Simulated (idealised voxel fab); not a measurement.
Herein follows the process module entitled voxel capacitor over wiring.
Cross-section cut: width 265 nm, square cells of 5 nm.
Square cells in a grid make up a cross-section in this document, and the grid is given as bands, listed from the top down, each one or more rows of cells. Band: top height; bottom height; in nm. Then, left to right: material with width in nm, for each material. "everywhere": a single material spanning edge to edge. "blank": empty space. Where do heights start? At 0: under that level the wafer as delivered is made of one material only. And the lowest band has no floor; it just carries on downward, as in "top 0, no bottom". Think of "30->40" as a width that walks from the first number to the second as you go down the band, top row to bottom row, taking equal-sized steps from row to row. "identical to before", as given for a step, is the statement that not any cell of the cross-section underwent a change during that step. You'll see "Enclosed void catalog" listing empty spaces that have no way open to the top, as long as they're 8 cells or more; the notation is width x height at distance, where the distance is from the left edge, and all of it is in nm. Anything after a step's settings on that line? It's the simulator's own note about the step. The optional step-line setting "overlay nm" applies to steps with a mask and quantifies how far to the right of its planned location the mask lay, a negative value indicating leftward placement. How should the pairs below be read? Each gives the cross-section before one process step and the cross-section after it, the latter drawn only to the lowest band that changed; the step that lies between them, with its settings, appears under the pair. Does a pair pick up where the pair above left off? Only where its entry headed "Pre-step" says so, since pairs can come from different runs of this module on the same starting wafer.

Pre-step:
- top 85, bottom 75 | blank 80 | aC 75 | blank 110
- top 75, bottom 70 | blank 80 | TiN 75 | blank 110
- top 70, bottom 65 | SiN everywhere
- top 65, bottom 55 | TiN everywhere
- top 55, bottom 35 | SiO2 80 | TiN 5 | aC 5 | TiN 5 | SiO2 170
- top 35, bottom 30 | SiCN 80 | TiN 15 | SiCN 170
- top 30, bottom 15 | SiO2 65 | Ru 30 | SiO2 70 | Ru 30 | SiO2 70
- top 15, bottom 10 | SiO2 65 | TiN 30 | SiO2 70 | TiN 30 | SiO2 70
- top 10, bottom 0 | SiO2 everywhere
- top 0, no bottom | Si everywhere
- Enclosed void catalog: none

After the Step:
- top 85, bottom 75 | blank 80 | aC 75 | blank 110
- top 75, bottom 70 | blank 80 | TiN 75 | blank 110
- top 70, bottom 65 | blank 80 | SiN 75 | blank 110
- Below 65, the layers are the same as they were.
- Enclosed void catalog: none
Applied between the two views above: DIRECTIONAL_ETCH: etch materials SiN, depth nm 5

Pre-step: cross-section not repeated; it is the one shown after the step in the pair just above.

After the Step:
- top 75, bottom 70 | blank 80 | TiN 75 | blank 110
- Below 70, the layers are the same as they were.
- Enclosed void catalog: none
Applied between the two views above: STRIP: etch materials aC

Pre-step: cross-section not repeated; it is the one shown after the step in the pair just above.

After the Step:
- top 90, bottom 80 | blank 80 | aC 75 | blank 110
- top 80, bottom 75 | aC everywhere
- top 75, bottom 70 | aC 80 | TiN 75 | aC 110
- top 70, bottom 65 | aC 80 | SiN 75 | aC 110
- Below 65, the layers are the same as they were.
- Enclosed void catalog: none
Applied between the two views above: DIRECTIONAL_DEP: material aC, thk nm 15

Pre-step: cross-section not repeated; it is the one shown after the step in the pair just above.

After the Step:
- top 120, bottom 90 | blank 75 | resist 85 | blank 105
- top 90, bottom 80 | blank 75 | resist 5 | aC 75 | resist 5 | blank 105
- Below 80, the layers are the same as they were.
- Enclosed void catalog: none
Applied between the two views above: PATTERN: tone cover, mask id LOWER_PLATE, material resist, width nm 85, thk nm 30, overlay nm 0

Pre-step: cross-section not repeated; it is the one shown after the step in the pair just above.

After the Step:
- top 105, bottom 90 | blank 75 | resist 85 | blank 105
- top 90, bottom 80 | blank 75 | resist 5 | aC 75 | resist 5 | blank 105
- top 80, bottom 75 | blank 75 | aC 85 | blank 105
- top 75, bottom 70 | blank 75 | aC 5 | TiN 75 | aC 5 | blank 105
- top 70, bottom 65 | blank 75 | aC 5 | SiN 75 | aC 5 | blank 105
- Below 65, the layers are the same as they were.
- Enclosed void catalog: none
Applied between the two views above: DIRECTIONAL_ETCH: etch materials aC, depth nm 15

Pre-step: cross-section not repeated; it is the one shown after the step in the pair just above.

After the Step:
- top 90, bottom 80 | blank 80 | aC 75 | blank 110
- Below 80, the layers are the same as they were.
- Enclosed void catalog: none
Applied between the two views above: STRIP: etch materials resist

Pre-step: cross-section not repeated; it is the one shown after the step in the pair just above.

After the Step:
- top 90, bottom 80 | blank 80 | aC 75 | blank 110
- top 80, bottom 75 | blank 75 | aC 85 | blank 105
- top 75, bottom 70 | blank 75 | aC 5 | TiN 75 | aC 5 | blank 105
- top 70, bottom 65 | blank 75 | aC 5 | SiN 75 | aC 5 | blank 105
- top 65, bottom 55 | blank 75 | TiN 85 | blank 105
- Below 55, the layers are the same as they were.
- Enclosed void catalog: none
Applied between the two views above: DIRECTIONAL_ETCH: etch materials TiN, depth nm 10

Pre-step: cross-section not repeated; it is the one shown after the step in the pair just above.

After the Step:
- top 75, bottom 70 | blank 80 | TiN 75 | blank 110
- top 70, bottom 65 | blank 80 | SiN 75 | blank 110
- Below 65, the layers are the same as they were.
- Enclosed void catalog: none
Applied between the two views above: STRIP: etch materials aC

Pre-step: cross-section not repeated; it is the one shown after the step in the pair just above.

After the Step:
- top 90, bottom 75 | SiO2 everywhere
- top 75, bottom 70 | SiO2 80 | TiN 75 | SiO2 110
- top 70, bottom 65 | SiO2 80 | SiN 75 | SiO2 110
- top 65, bottom 55 | SiO2 75 | TiN 85 | SiO2 105
- Below 55, the layers are the same as they were.
- Enclosed void catalog: none
Applied between the two views above: FILL_DEP: material SiO2, thk nm 15

Pre-step: cross-section not repeated; it is the one shown after the step in the pair just above.

After the Step:
- top 85, bottom 75 | SiO2 everywhere
- Below 75, the layers are the same as they were.
- Enclosed void catalog: none
Applied between the two views above: CMP: height nm 85

Pre-step: cross-section not repeated; it is the one shown after the step in the pair just above.

After the Step:
- top 100, bottom 85 | aC everywhere
- Below 85, the layers are the same as they were.
- Enclosed void catalog: none
Applied between the two views above: DIRECTIONAL_DEP: material aC, thk nm 15

Pre-step: cross-section not repeated; it is the one shown after the step in the pair just above.

After the Step:
- top 130, bottom 100 | resist 90 | blank 15 | resist 160
- Below 100, the layers are the same as they were.
- Enclosed void catalog: none
Applied between the two views above: PATTERN: tone open, mask id PLUG_2, material resist, width nm 15, thk nm 30, overlay nm 0

Pre-step: cross-section not repeated; it is the one shown after the step in the pair just above.

After the Step:
- top 115, bottom 100 | resist 90 | blank 15 | resist 160
- top 100, bottom 85 | aC 90 | blank 15 | aC 160
- Below 85, the layers are the same as they were.
- Enclosed void catalog: none
Applied between the two views above: DIRECTIONAL_ETCH: etch materials aC, depth nm 15

Pre-step: cross-section not repeated; it is the one shown after the step in the pair just above.

After the Step:
- top 100, bottom 85 | aC 90 | blank 15 | aC 160
- Below 85, the layers are the same as they were.
- Enclosed void catalog: none
Applied between the two views above: STRIP: etch materials resist

Pre-step: cross-section not repeated; it is the one shown after the step in the pair just above.

After the Step:
- top 100, bottom 85 | aC 90 | blank 15 | aC 160
- top 85, bottom 75 | SiO2 90 | blank 15 | SiO2 160
- Below 75, the layers are the same as they were.
- Enclosed void catalog: none
Applied between the two views above: DIRECTIONAL_ETCH: etch materials SiO2, depth nm 10

Pre-step: cross-section not repeated; it is the one shown after the step in the pair just above.

After the Step:
- top 85, bottom 75 | SiO2 90 | blank 15 | SiO2 160
- Below 75, the layers are the same as they were.
- Enclosed void catalog: none
Applied between the two views above: STRIP: etch materials aC

Pre-step: cross-section not repeated; it is the one shown after the step in the pair just above.

After the Step:
- top 90, bottom 85 | TiN 95 | blank 5 | TiN 165
- top 85, bottom 80 | SiO2 90 | TiN 5 | blank 5 | TiN 5 | SiO2 160
- top 80, bottom 70 | SiO2 90->80 | TiN 15->75 | SiO2 160->110
- Below 70, the layers are the same as they were.
- Enclosed void catalog: none
Applied between the two views above: CONFORMAL_DEP: material TiN, thk nm 5

Pre-step: cross-section not repeated; it is the one shown after the step in the pair just above.

After the Step:
- top 95, bottom 90 | Cu everywhere
- top 90, bottom 85 | TiN 95 | Cu 5 | TiN 165
- top 85, bottom 80 | SiO2 90 | TiN 5 | Cu 5 | TiN 5 | SiO2 160
- Below 80, the layers are the same as they were.
- Enclosed void catalog: none
Applied between the two views above: FILL_DEP: material Cu, thk nm 5

Pre-step: cross-section not repeated; it is the one shown after the step in the pair just above.

After the Step:
- top 85, bottom 80 | SiO2 90 | TiN 5 | Cu 5 | TiN 5 | SiO2 160
- Below 80, the layers are the same as they were.
- Enclosed void catalog: none
Applied between the two views above: CMP: height nm 85

Pre-step: cross-section not repeated; it is the one shown after the step in the pair just above.

After the Step:
- top 90, bottom 85 | SiN everywhere
- Below 85, the layers are the same as they were.
- Enclosed void catalog: none
Applied between the two views above: CONFORMAL_DEP: material SiN, thk nm 5

Pre-step:
- top 90, bottom 80 | blank 80 | aC 75 | blank 110
- top 80, bottom 75 | aC everywhere
- top 75, bottom 70 | aC 80 | TiN 75 | aC 110
- top 70, bottom 65 | aC 80 | SiN 75 | aC 110
- top 65, bottom 55 | TiN everywhere
- top 55, bottom 35 | SiO2 80 | TiN 5 | W 5 | TiN 5 | SiO2 170
- top 35, bottom 30 | SiCN 80 | TiN 15 | SiCN 170
- top 30, bottom 15 | SiO2 65 | Ru 30 | SiO2 70 | Ru 30 | SiO2 70
- top 15, bottom 10 | SiO2 65 | TiN 30 | SiO2 70 | TiN 30 | SiO2 70
- top 10, bottom 0 | SiO2 everywhere
- top 0, no bottom | Si everywhere
- Enclosed void catalog: none

After the Step:
- top 120, bottom 90 | resist 75 | blank 85 | resist 105
- top 90, bottom 80 | resist 75 | blank 5 | aC 75 | blank 5 | resist 105
- Below 80, the layers are the same as they were.
- Enclosed void catalog: none
Applied between the two views above: PATTERN: tone open, mask id LOWER_PLATE, material resist, width nm 85, thk nm 30, overlay nm 0

Pre-step: cross-section not repeated; it is the one shown after the step in the pair just above.

After the Step:
- top 105, bottom 80 | resist 75 | blank 85 | resist 105
- top 80, bottom 75 | aC 75 | blank 85 | aC 105
- top 75, bottom 70 | aC 75 | blank 5 | TiN 75 | blank 5 | aC 105
- top 70, bottom 65 | aC 75 | blank 5 | SiN 75 | blank 5 | aC 105
- Below 65, the layers are the same as they were.
- Enclosed void catalog: none
Applied between the two views above: DIRECTIONAL_ETCH: etch materials aC, depth nm 15

Pre-step: cross-section not repeated; it is the one shown after the step in the pair just above.

After the Step:
- top 80, bottom 75 | aC 75 | blank 85 | aC 105
- Below 75, the layers are the same as they were.
- Enclosed void catalog: none
Applied between the two views above: STRIP: etch materials resist

Pre-step: cross-section not repeated; it is the one shown after the step in the pair just above.

After the Step:
- top 80, bottom 70 | aC 75 | blank 85 | aC 105
- top 70, bottom 65 | aC 75 | blank 5 | SiN 75 | blank 5 | aC 105
- top 65, bottom 55 | TiN 75 | blank 5 | TiN 75 | blank 5 | TiN 105
- Below 55, the layers are the same as they were.
- Enclosed void catalog: none
Applied between the two views above: DIRECTIONAL_ETCH: etch materials TiN, depth nm 10

Pre-step: cross-section not repeated; it is the one shown after the step in the pair just above.

After the Step:
- top 70, bottom 65 | blank 80 | SiN 75 | blank 110
- Below 65, the layers are the same as they were.
- Enclosed void catalog: none
Applied between the two views above: STRIP: etch materials aC

Pre-step: cross-section not repeated; it is the one shown after the step in the pair just above.

After the Step:
- top 85, bottom 70 | SiO2 everywhere
- top 70, bottom 65 | SiO2 80 | SiN 75 | SiO2 110
- top 65, bottom 55 | TiN 75 | SiO2 5 | TiN 75 | SiO2 5 | TiN 105
- Below 55, the layers are the same as they were.
- Enclosed void catalog: none
Applied between the two views above: FILL_DEP: material SiO2, thk nm 15

Pre-step: cross-section not repeated; it is the one shown after the step in the pair just above.

After the Step:
- top 100, bottom 85 | aC everywhere
- Below 85, the layers are the same as they were.
- Enclosed void catalog: none
Applied between the two views above: DIRECTIONAL_DEP: material aC, thk nm 15

Pre-step: cross-section not repeated; it is the one shown after the step in the pair just above.

After the Step:
- top 130, bottom 100 | resist 90 | blank 15 | resist 160
- Below 100, the layers are the same as they were.
- Enclosed void catalog: none
Applied between the two views above: PATTERN: tone open, mask id PLUG_2, material resist, width nm 15, thk nm 30, overlay nm 0

Pre-step: cross-section not repeated; it is the one shown after the step in the pair just above.

After the Step:
- top 115, bottom 100 | resist 90 | blank 15 | resist 160
- top 100, bottom 85 | aC 90 | blank 15 | aC 160
- Below 85, the layers are the same as they were.
- Enclosed void catalog: none
Applied between the two views above: DIRECTIONAL_ETCH: etch materials aC, depth nm 15

Pre-step: cross-section not repeated; it is the one shown after the step in the pair just above.

After the Step:
- top 100, bottom 85 | aC 90 | blank 15 | aC 160
- Below 85, the layers are the same as they were.
- Enclosed void catalog: none
Applied between the two views above: STRIP: etch materials resist

Pre-step: cross-section not repeated; it is the one shown after the step in the pair just above.

After the Step:
- top 100, bottom 85 | aC 90 | blank 15 | aC 160
- top 85, bottom 75 | SiO2 90 | blank 15 | SiO2 160
- Below 75, the layers are the same as they were.
- Enclosed void catalog: none
Applied between the two views above: DIRECTIONAL_ETCH: etch materials SiO2, depth nm 10

Pre-step: cross-section not repeated; it is the one shown after the step in the pair just above.

After the Step:
- top 85, bottom 75 | SiO2 90 | blank 15 | SiO2 160
- Below 75, the layers are the same as they were.
- Enclosed void catalog: none
Applied between the two views above: STRIP: etch materials aC

Pre-step: cross-section not repeated; it is the one shown after the step in the pair just above.

After the Step:
- top 90, bottom 85 | TiN 95 | blank 5 | TiN 165
- top 85, bottom 80 | SiO2 90 | TiN 5 | blank 5 | TiN 5 | SiO2 160
- top 80, bottom 75 | SiO2 90 | TiN 15 | SiO2 160
- Below 75, the layers are the same as they were.
- Enclosed void catalog: none
Applied between the two views above: CONFORMAL_DEP: material TiN, thk nm 5

Pre-step: cross-section not repeated; it is the one shown after the step in the pair just above.

After the Step:
- top 95, bottom 90 | Cu everywhere
- top 90, bottom 85 | TiN 95 | Cu 5 | TiN 165
- top 85, bottom 80 | SiO2 90 | TiN 5 | Cu 5 | TiN 5 | SiO2 160
- Below 80, the layers are the same as they were.
- Enclosed void catalog: none
Applied between the two views above: FILL_DEP: material Cu, thk nm 5

Pre-step: cross-section not repeated; it is the one shown after the step in the pair just above.

After the Step:
- top 85, bottom 80 | SiO2 90 | TiN 5 | Cu 5 | TiN 5 | SiO2 160
- Below 80, the layers are the same as they were.
- Enclosed void catalog: none
Applied between the two views above: CMP: height nm 85

Pre-step: cross-section not repeated; it is the one shown after the step in the pair just above.

After the Step:
- top 90, bottom 85 | SiN everywhere
- Below 85, the layers are the same as they were.
- Enclosed void catalog: none
Applied between the two views above: CONFORMAL_DEP: material SiN, thk nm 5
